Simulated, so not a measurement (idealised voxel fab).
The following process module bears the name voxel transistor to metal.
For reference, the cross-section in this document is cut, with width 195 nm and square cells of 5 nm.
Throughout this document, each cross-section is represented as a grid of square cells and is presented as a sequence of bands enumerated from the top downward, where a band comprises one or more rows of cells. Band entry format. Leading values: height of top, height of bottom, nm. Remainder: materials in left-to-right order, each with its width in nm. Special words: "everywhere" on a single material, which then fills the band edge to edge; "air", empty space. Height datum 0, below which the as-received substrate wafer is one material. Lowest band open at the bottom, running downward: "0 and below". Graded width ("30 to 40"): value in top row of band = first number; value in bottom row = second number; row-to-row change constant. No cell of the cross-section changed in a step that is given as "nothing was modified". Voids not open to the top, 8 cells minimum: see "Sealed internal cavities". Written width x height at distance; distance is from the left edge; nm. It should be noted that, on the line of a given step, the content following the step's settings is a remark produced by the simulator itself with respect to that step. Steps that use a mask can have "overlay nm" on their line. It says how far the mask sat to the right of where it was meant to be. Negative means to the left.

Set out below are the planned steps of the process
| 1 | RECEIVE,material Si |
| 2 | OXIDIZE,depth nm 5 |
| 3 | CONFORMAL_DEP,material SiN,thk nm 15 |
| 4 | MASKED_ETCH,tone cover,mask id ACTIVE,width nm 105,etch materials SiN,depth nm 15,overlay nm 0 |
| 5 | MASKED_ETCH,tone cover,mask id ACTIVE,width nm 105,etch materials SiO2,depth nm 5,overlay nm 0 |
| 6 | MASKED_ETCH,tone cover,mask id ACTIVE,width nm 105,etch materials Si,depth nm 25,overlay nm 0 |
| 7 | FILL_DEP,material SiO2,thk nm 15 |
| 8 | CMP,height nm 15 |
| 9 | SELECTIVE_ETCH,etch materials SiO2,depth nm 5 |
| 10 | STRIP,etch materials SiN |
| 11 | SELECTIVE_ETCH,etch materials SiO2,depth nm 5 |
| 12 | OXIDIZE,depth nm 5 |
| 13 | DIRECTIONAL_DEP,material polySi,thk nm 25 |
| 14 | DIRECTIONAL_DEP,material SiCN,thk nm 10 |
| 15 | MASKED_ETCH,tone cover,mask id GATE,width nm 15,etch materials SiCN,depth nm 20,overlay nm 0 |
| 16 | MASKED_ETCH,tone cover,mask id GATE,width nm 15,etch materials polySi,depth nm 35,overlay nm 0 |
| 17 | CONFORMAL_DEP,material SiO2,thk nm 5 |
| 18 | DIRECTIONAL_ETCH,etch materials SiO2,depth nm 5 |
| 19 | CONFORMAL_DEP,material SiN,thk nm 5 |
| 20 | DIRECTIONAL_ETCH,etch materials SiN,depth nm 5 |
| 21 | DIRECTIONAL_ETCH,etch materials SiO2,depth nm 5 |
| 22 | DIRECTIONAL_ETCH,etch materials Si,depth nm 5 |
| 23 | EPI,material SiGe,thk nm 10 |
| 24 | FILL_DEP,material SiO2,thk nm 5 |
| 25 | CMP,height nm 30 |
| 26 | DIRECTIONAL_DEP,material SiO2,thk nm 10 |
| 27 | DIRECTIONAL_DEP,material aC,thk nm 15 |
| 28 | PATTERN,tone open,mask id CONTACT,material resist,width nm 35,pitch nm 60,thk nm 35,overlay nm 0 |
| 29 | DIRECTIONAL_ETCH,etch materials aC,depth nm 15 |
| 30 | STRIP,etch materials resist |
| 31 | DIRECTIONAL_ETCH,etch materials SiO2,depth nm 45 |
| 32 | STRIP,etch materials aC |
| 33 | CONFORMAL_DEP,material TiN,thk nm 5 |
| 34 | FILL_DEP,material Ru,thk nm 10 |
| 35 | CMP,height nm 40 |
| 36 | CONFORMAL_DEP,material SiN,thk nm 5 |
| 37 | DIRECTIONAL_DEP,material lowk,thk nm 25 |
| 38 | MASKED_ETCH,tone open,mask id METAL_1,width nm 20,pitch nm 75,etch materials lowk,depth nm 25,overlay nm 0 |
| 39 | MASKED_ETCH,tone open,mask id METAL_1,width nm 20,pitch nm 75,etch materials SiN,depth nm 5,overlay nm 0 |
| 40 | CONFORMAL_DEP,material TiN,thk nm 5 |
| 41 | FILL_DEP,material W,thk nm 10 |
| 42 | CMP,height nm 70 |
| 43 | CONFORMAL_DEP,material SiCN,thk nm 5 |

Wafer at receipt (post step 1), cross-section
> 0 and below | Si everywhere
> Sealed internal cavities: none

Module complete, cross-section. Starting point and plan per above. One mistake made in running the module
> 75 down to 70 | SiCN everywhere
> 70 down to 45 | lowk 50 nm; TiN 5 nm; W 10 nm; TiN 5 nm; lowk 55 nm; TiN 5 nm; W 10 nm; TiN 5 nm; lowk 50 nm
> 45 down to 40 | SiN 50 nm; TiN 20 nm; SiN 55 nm; TiN 20 nm; SiN 50 nm
> 40 down to 30 | SiO2 50 nm; TiN 5 nm; Ru 25 nm; TiN 5 nm; SiO2 25 nm; TiN 5 nm; Ru 25 nm; TiN 5 nm; SiO2 50 nm
> 30 down to 20 | SiO2 50 nm; TiN 5 nm; Ru 25 nm; TiN 5 nm; SiO2 5 nm; SiCN 15 nm; SiO2 5 nm; TiN 5 nm; Ru 25 nm; TiN 5 nm; SiO2 50 nm
> 20 down to 5 | SiO2 50 nm; TiN 5 nm; Ru 25 nm; TiN 5 nm; SiO2 5 nm; polySi 15 nm; SiO2 5 nm; TiN 5 nm; Ru 25 nm; TiN 5 nm; SiO2 50 nm
> 5 down to 0 | SiO2 50 nm; TiN 5 nm; Ru 15 nm; TiN 15 nm; SiO2 5 nm; polySi 15 nm; SiO2 5 nm; TiN 15 nm; Ru 15 nm; TiN 5 nm; SiO2 50 nm
> 0 down to -5 | SiO2 50 nm; TiN 25 nm; SiGe 10 nm; SiO2 5 nm; polySi 15 nm; SiO2 5 nm; SiGe 10 nm; TiN 25 nm; SiO2 50 nm
> -5 down to -10 | SiO2 45 nm; SiGe 40 nm; SiO2 25 nm; SiGe 40 nm; SiO2 45 nm
> -10 down to -15 | SiO2 45 nm; SiGe 40 nm; Si 25 nm; SiGe 40 nm; SiO2 45 nm
> -15 down to -30 | SiO2 45 nm; Si 105 nm; SiO2 45 nm
> -30 and below | Si everywhere
> Sealed internal cavities: none
Run error: skipped: plan step 19 (never run)
